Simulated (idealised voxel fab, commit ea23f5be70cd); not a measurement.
You're looking at the process module voxel quadruple lines.
The cross-section on display is named cut; it measures 270 nm wide, and its cells are 5 nm squares.
In this document a cross-section is written as a grid of square cells. It is given as a series of bands, listed from the top down, and a band is one or more rows of cells. This entry defines a band. It first specifies the height of the band's top and the height of its bottom in nm, and then specifies the band's materials from left to right, stating each material with its width in nm. The word "everywhere" identifies a single material that fills the band from edge to edge, while the word "empty" identifies empty space. Height 0 is the level under which the wafer as received is all one material. The lowest band goes on downwards, as in "z 0 and below". The two numbers in a width such as "30..40" mark its ends across the band: the first belongs to the top row of cells, the second to the bottom row, and from each row to the next the width moves by the same amount. Step marked "changes: none"? Then no cell in the cross-section changed in it. "Enclosed internal cavities" - sealed voids, min. 8 cells, no opening to top; format: width x height at distance (distance from left edge; nm throughout). Formally, on a step line, whatever follows the settings is a remark that the simulator itself makes on the step. What "overlay nm" on a step's line means: if the step has a mask, that mask lay this far to the right of its planned place, or, when the value is negative, to the left.

Intended process steps:
| 1 | RECEIVE,material Si |
| 2 | CONFORMAL_DEP,material SiO2,thk nm 10 |
| 3 | DIRECTIONAL_DEP,material Ru,thk nm 10 |
| 4 | DIRECTIONAL_DEP,material polySi,thk nm 15 |
| 5 | DIRECTIONAL_DEP,material aC,thk nm 25 |
| 6 | PATTERN,tone cover,mask id MANDREL,material resist,width nm 30,pitch nm 80,thk nm 30,overlay nm 0 |
| 7 | DIRECTIONAL_ETCH,etch materials aC,depth nm 25 |
| 8 | STRIP,etch materials resist |
| 9 | CONFORMAL_DEP,material SiO2,thk nm 10 |
| 10 | DIRECTIONAL_ETCH,etch materials SiO2,depth nm 10 |
| 11 | STRIP,etch materials aC |
| 12 | DIRECTIONAL_ETCH,etch materials polySi,depth nm 15 |
| 13 | STRIP,etch materials SiO2 |
| 14 | CONFORMAL_DEP,material SiCN,thk nm 10 |
| 15 | DIRECTIONAL_ETCH,etch materials SiCN,depth nm 10 |
| 16 | STRIP,etch materials polySi |
| 17 | DIRECTIONAL_ETCH,etch materials Ru,depth nm 10 |
| 18 | STRIP,etch materials SiCN |

First wafer out of two, processed as planned:

Step 1 complete: cross-section of the wafer as received:
> z 0 and below = Si everywhere
> Enclosed internal cavities: none

The wafer in cross-section once step 2 is complete:
> z 10 to 0 = SiO2 everywhere
> No changes below 0.

The wafer in cross-section once step 3 is complete:
> z 20 to 10 = Ru everywhere
> No changes below 10.

The wafer in cross-section once step 4 is complete:
> z 35 to 20 = polySi everywhere
> No changes below 20.

The wafer in cross-section once step 5 is complete:
> z 60 to 35 = aC everywhere
> No changes below 35.

The wafer in cross-section once step 6 is complete:
> z 90 to 60 = empty 80 nm / resist 30 nm / empty 50 nm / resist 30 nm / empty 80 nm
> No changes below 60.

The wafer in cross-section once step 7 is complete:
> z 65 to 60 = empty 80 nm / resist 30 nm / empty 50 nm / resist 30 nm / empty 80 nm
> z 60 to 35 = empty 80 nm / aC 30 nm / empty 50 nm / aC 30 nm / empty 80 nm
> No changes below 35.

The wafer in cross-section once step 8 is complete:
> z 60 to 35 = empty 80 nm / aC 30 nm / empty 50 nm / aC 30 nm / empty 80 nm
> No changes below 35.

The wafer in cross-section once step 9 is complete:
> z 70 to 60 = empty 70 nm / SiO2 50 nm / empty 30 nm / SiO2 50 nm / empty 70 nm
> z 60 to 45 = empty 70 nm / SiO2 10 nm / aC 30 nm / SiO2 10 nm / empty 30 nm / SiO2 10 nm / aC 30 nm / SiO2 10 nm / empty 70 nm
> z 45 to 35 = SiO2 80 nm / aC 30 nm / SiO2 50 nm / aC 30 nm / SiO2 80 nm
> No changes below 35.

The wafer in cross-section once step 10 is complete:
> z 60 to 35 = empty 70 nm / SiO2 10 nm / aC 30 nm / SiO2 10 nm / empty 30 nm / SiO2 10 nm / aC 30 nm / SiO2 10 nm / empty 70 nm
> No changes below 35.

The wafer in cross-section once step 11 is complete:
> z 60 to 35 = empty 70 nm / SiO2 10 nm / empty 30 nm / SiO2 10 nm / empty 30 nm / SiO2 10 nm / empty 30 nm / SiO2 10 nm / empty 70 nm
> No changes below 35.

The wafer in cross-section once step 12 is complete:
> z 60 to 35 = empty 70 nm / SiO2 10 nm / empty 30 nm / SiO2 10 nm / empty 30 nm / SiO2 10 nm / empty 30 nm / SiO2 10 nm / empty 70 nm
> z 35 to 20 = empty 70 nm / polySi 10 nm / empty 30 nm / polySi 10 nm / empty 30 nm / polySi 10 nm / empty 30 nm / polySi 10 nm / empty 70 nm
> No changes below 20.

The wafer in cross-section once step 13 is complete:
> z 35 to 20 = empty 70 nm / polySi 10 nm / empty 30 nm / polySi 10 nm / empty 30 nm / polySi 10 nm / empty 30 nm / polySi 10 nm / empty 70 nm
> No changes below 20.

The wafer in cross-section once step 14 is complete:
> z 45 to 35 = empty 60 nm / SiCN 30 nm / empty 10 nm / SiCN 30 nm / empty 10 nm / SiCN 30 nm / empty 10 nm / SiCN 30 nm / empty 60 nm
> z 35 to 30 = empty 60 nm / SiCN 10 nm / polySi 10 nm / SiCN 10 nm / empty 10 nm / SiCN 10 nm / polySi 10 nm / SiCN 10 nm / empty 10 nm / SiCN 10 nm / polySi 10 nm / SiCN 10 nm / empty 10 nm / SiCN 10 nm / polySi 10 nm / SiCN 10 nm / empty 60 nm
> z 30 to 20 = SiCN 70 nm / polySi 10 nm / SiCN 30 nm / polySi 10 nm / SiCN 30 nm / polySi 10 nm / SiCN 30 nm / polySi 10 nm / SiCN 70 nm
> No changes below 20.

The wafer in cross-section once step 15 is complete:
> z 35 to 20 = empty 60 nm / SiCN 10 nm / polySi 10 nm / SiCN 10 nm / empty 10 nm / SiCN 10 nm / polySi 10 nm / SiCN 10 nm / empty 10 nm / SiCN 10 nm / polySi 10 nm / SiCN 10 nm / empty 10 nm / SiCN 10 nm / polySi 10 nm / SiCN 10 nm / empty 60 nm
> No changes below 20.

The wafer in cross-section once step 16 is complete:
> z 35 to 20 = empty 60 nm / SiCN 10 nm / empty 10 nm / SiCN 10 nm / empty 10 nm / SiCN 10 nm / empty 10 nm / SiCN 10 nm / empty 10 nm / SiCN 10 nm / empty 10 nm / SiCN 10 nm / empty 10 nm / SiCN 10 nm / empty 10 nm / SiCN 10 nm / empty 60 nm
> No changes below 20.

The wafer in cross-section once step 17 is complete:
> z 35 to 20 = empty 60 nm / SiCN 10 nm / empty 10 nm / SiCN 10 nm / empty 10 nm / SiCN 10 nm / empty 10 nm / SiCN 10 nm / empty 10 nm / SiCN 10 nm / empty 10 nm / SiCN 10 nm / empty 10 nm / SiCN 10 nm / empty 10 nm / SiCN 10 nm / empty 60 nm
> z 20 to 10 = empty 60 nm / Ru 10 nm / empty 10 nm / Ru 10 nm / empty 10 nm / Ru 10 nm / empty 10 nm / Ru 10 nm / empty 10 nm / Ru 10 nm / empty 10 nm / Ru 10 nm / empty 10 nm / Ru 10 nm / empty 10 nm / Ru 10 nm / empty 60 nm
> No changes below 10.

The wafer in cross-section once step 18 is complete:
> z 20 to 10 = empty 60 nm / Ru 10 nm / empty 10 nm / Ru 10 nm / empty 10 nm / Ru 10 nm / empty 10 nm / Ru 10 nm / empty 10 nm / Ru 10 nm / empty 10 nm / Ru 10 nm / empty 10 nm / Ru 10 nm / empty 10 nm / Ru 10 nm / empty 60 nm
> No changes below 10.

Second Wafer (Identical Start and Plan, One Processing Error; Matches First Wafer Through Step 5):

Cross-section of the second wafer corresponding to the planned conclusion of step 6:
> z 90 to 60 = resist 80 nm / empty 30 nm / resist 50 nm / empty 30 nm / resist 80 nm
> No changes below 60.

Cross-section of the second wafer corresponding to the planned conclusion of step 7:
> z 65 to 60 = resist 80 nm / empty 30 nm / resist 50 nm / empty 30 nm / resist 80 nm
> z 60 to 35 = aC 80 nm / empty 30 nm / aC 50 nm / empty 30 nm / aC 80 nm
> No changes below 35.

Cross-section of the second wafer corresponding to the planned conclusion of step 8:
> z 60 to 35 = aC 80 nm / empty 30 nm / aC 50 nm / empty 30 nm / aC 80 nm
> No changes below 35.

Cross-section of the second wafer corresponding to the planned conclusion of step 9:
> z 70 to 60 = SiO2 90 nm / empty 10 nm / SiO2 70 nm / empty 10 nm / SiO2 90 nm
> z 60 to 45 = aC 80 nm / SiO2 10 nm / empty 10 nm / SiO2 10 nm / aC 50 nm / SiO2 10 nm / empty 10 nm / SiO2 10 nm / aC 80 nm
> z 45 to 35 = aC 80 nm / SiO2 30 nm / aC 50 nm / SiO2 30 nm / aC 80 nm
> No changes below 35.

Cross-section of the second wafer corresponding to the planned conclusion of step 10:
> z 60 to 35 = aC 80 nm / SiO2 10 nm / empty 10 nm / SiO2 10 nm / aC 50 nm / SiO2 10 nm / empty 10 nm / SiO2 10 nm / aC 80 nm
> No changes below 35.

Cross-section of the second wafer corresponding to the planned conclusion of step 11:
> z 60 to 35 = empty 80 nm / SiO2 10 nm / empty 10 nm / SiO2 10 nm / empty 50 nm / SiO2 10 nm / empty 10 nm / SiO2 10 nm / empty 80 nm
> No changes below 35.

Cross-section of the second wafer corresponding to the planned conclusion of step 12:
> z 60 to 35 = empty 80 nm / SiO2 10 nm / empty 10 nm / SiO2 10 nm / empty 50 nm / SiO2 10 nm / empty 10 nm / SiO2 10 nm / empty 80 nm
> z 35 to 20 = empty 80 nm / polySi 10 nm / empty 10 nm / polySi 10 nm / empty 50 nm / polySi 10 nm / empty 10 nm / polySi 10 nm / empty 80 nm
> No changes below 20.

Cross-section of the second wafer corresponding to the planned conclusion of step 13:
> z 35 to 20 = empty 80 nm / polySi 10 nm / empty 10 nm / polySi 10 nm / empty 50 nm / polySi 10 nm / empty 10 nm / polySi 10 nm / empty 80 nm
> No changes below 20.

Cross-section of the second wafer corresponding to the planned conclusion of step 14:
> z 45 to 35 = empty 70 nm / SiCN 50 nm / empty 30 nm / SiCN 50 nm / empty 70 nm
> z 35 to 30 = empty 70 nm / SiCN 10 nm / polySi 10 nm / SiCN 10 nm / polySi 10 nm / SiCN 10 nm / empty 30 nm / SiCN 10 nm / polySi 10 nm / SiCN 10 nm / polySi 10 nm / SiCN 10 nm / empty 70 nm
> z 30 to 20 = SiCN 80 nm / polySi 10 nm / SiCN 10 nm / polySi 10 nm / SiCN 50 nm / polySi 10 nm / SiCN 10 nm / polySi 10 nm / SiCN 80 nm
> No changes below 20.

Cross-section of the second wafer corresponding to the planned conclusion of step 15:
> z 35 to 20 = empty 70 nm / SiCN 10 nm / polySi 10 nm / SiCN 10 nm / polySi 10 nm / SiCN 10 nm / empty 30 nm / SiCN 10 nm / polySi 10 nm / SiCN 10 nm / polySi 10 nm / SiCN 10 nm / empty 70 nm
> No changes below 20.

Cross-section of the second wafer corresponding to the planned conclusion of step 16:
> z 35 to 20 = empty 70 nm / SiCN 10 nm / empty 10 nm / SiCN 10 nm / empty 10 nm / SiCN 10 nm / empty 30 nm / SiCN 10 nm / empty 10 nm / SiCN 10 nm / empty 10 nm / SiCN 10 nm / empty 70 nm
> No changes below 20.

Cross-section of the second wafer corresponding to the planned conclusion of step 17:
> z 35 to 20 = empty 70 nm / SiCN 10 nm / empty 10 nm / SiCN 10 nm / empty 10 nm / SiCN 10 nm / empty 30 nm / SiCN 10 nm / empty 10 nm / SiCN 10 nm / empty 10 nm / SiCN 10 nm / empty 70 nm
> z 20 to 10 = empty 70 nm / Ru 10 nm / empty 10 nm / Ru 10 nm / empty 10 nm / Ru 10 nm / empty 30 nm / Ru 10 nm / empty 10 nm / Ru 10 nm / empty 10 nm / Ru 10 nm / empty 70 nm
> No changes below 10.

Cross-section of the second wafer corresponding to the planned conclusion of step 18:
> z 20 to 10 = empty 70 nm / Ru 10 nm / empty 10 nm / Ru 10 nm / empty 10 nm / Ru 10 nm / empty 30 nm / Ru 10 nm / empty 10 nm / Ru 10 nm / empty 10 nm / Ru 10 nm / empty 70 nm
> No changes below 10.
Heads up, the wafer didn't run the way we planned it: the process deviated at step 6: the operation and settings actually run there were PATTERN,tone open,mask id MANDREL,material resist,width nm 30,pitch nm 80,thk nm 30,overlay nm 0
The closing comparison, in cells, has the second wafer with more or fewer of some materials than the first: -8 Ru
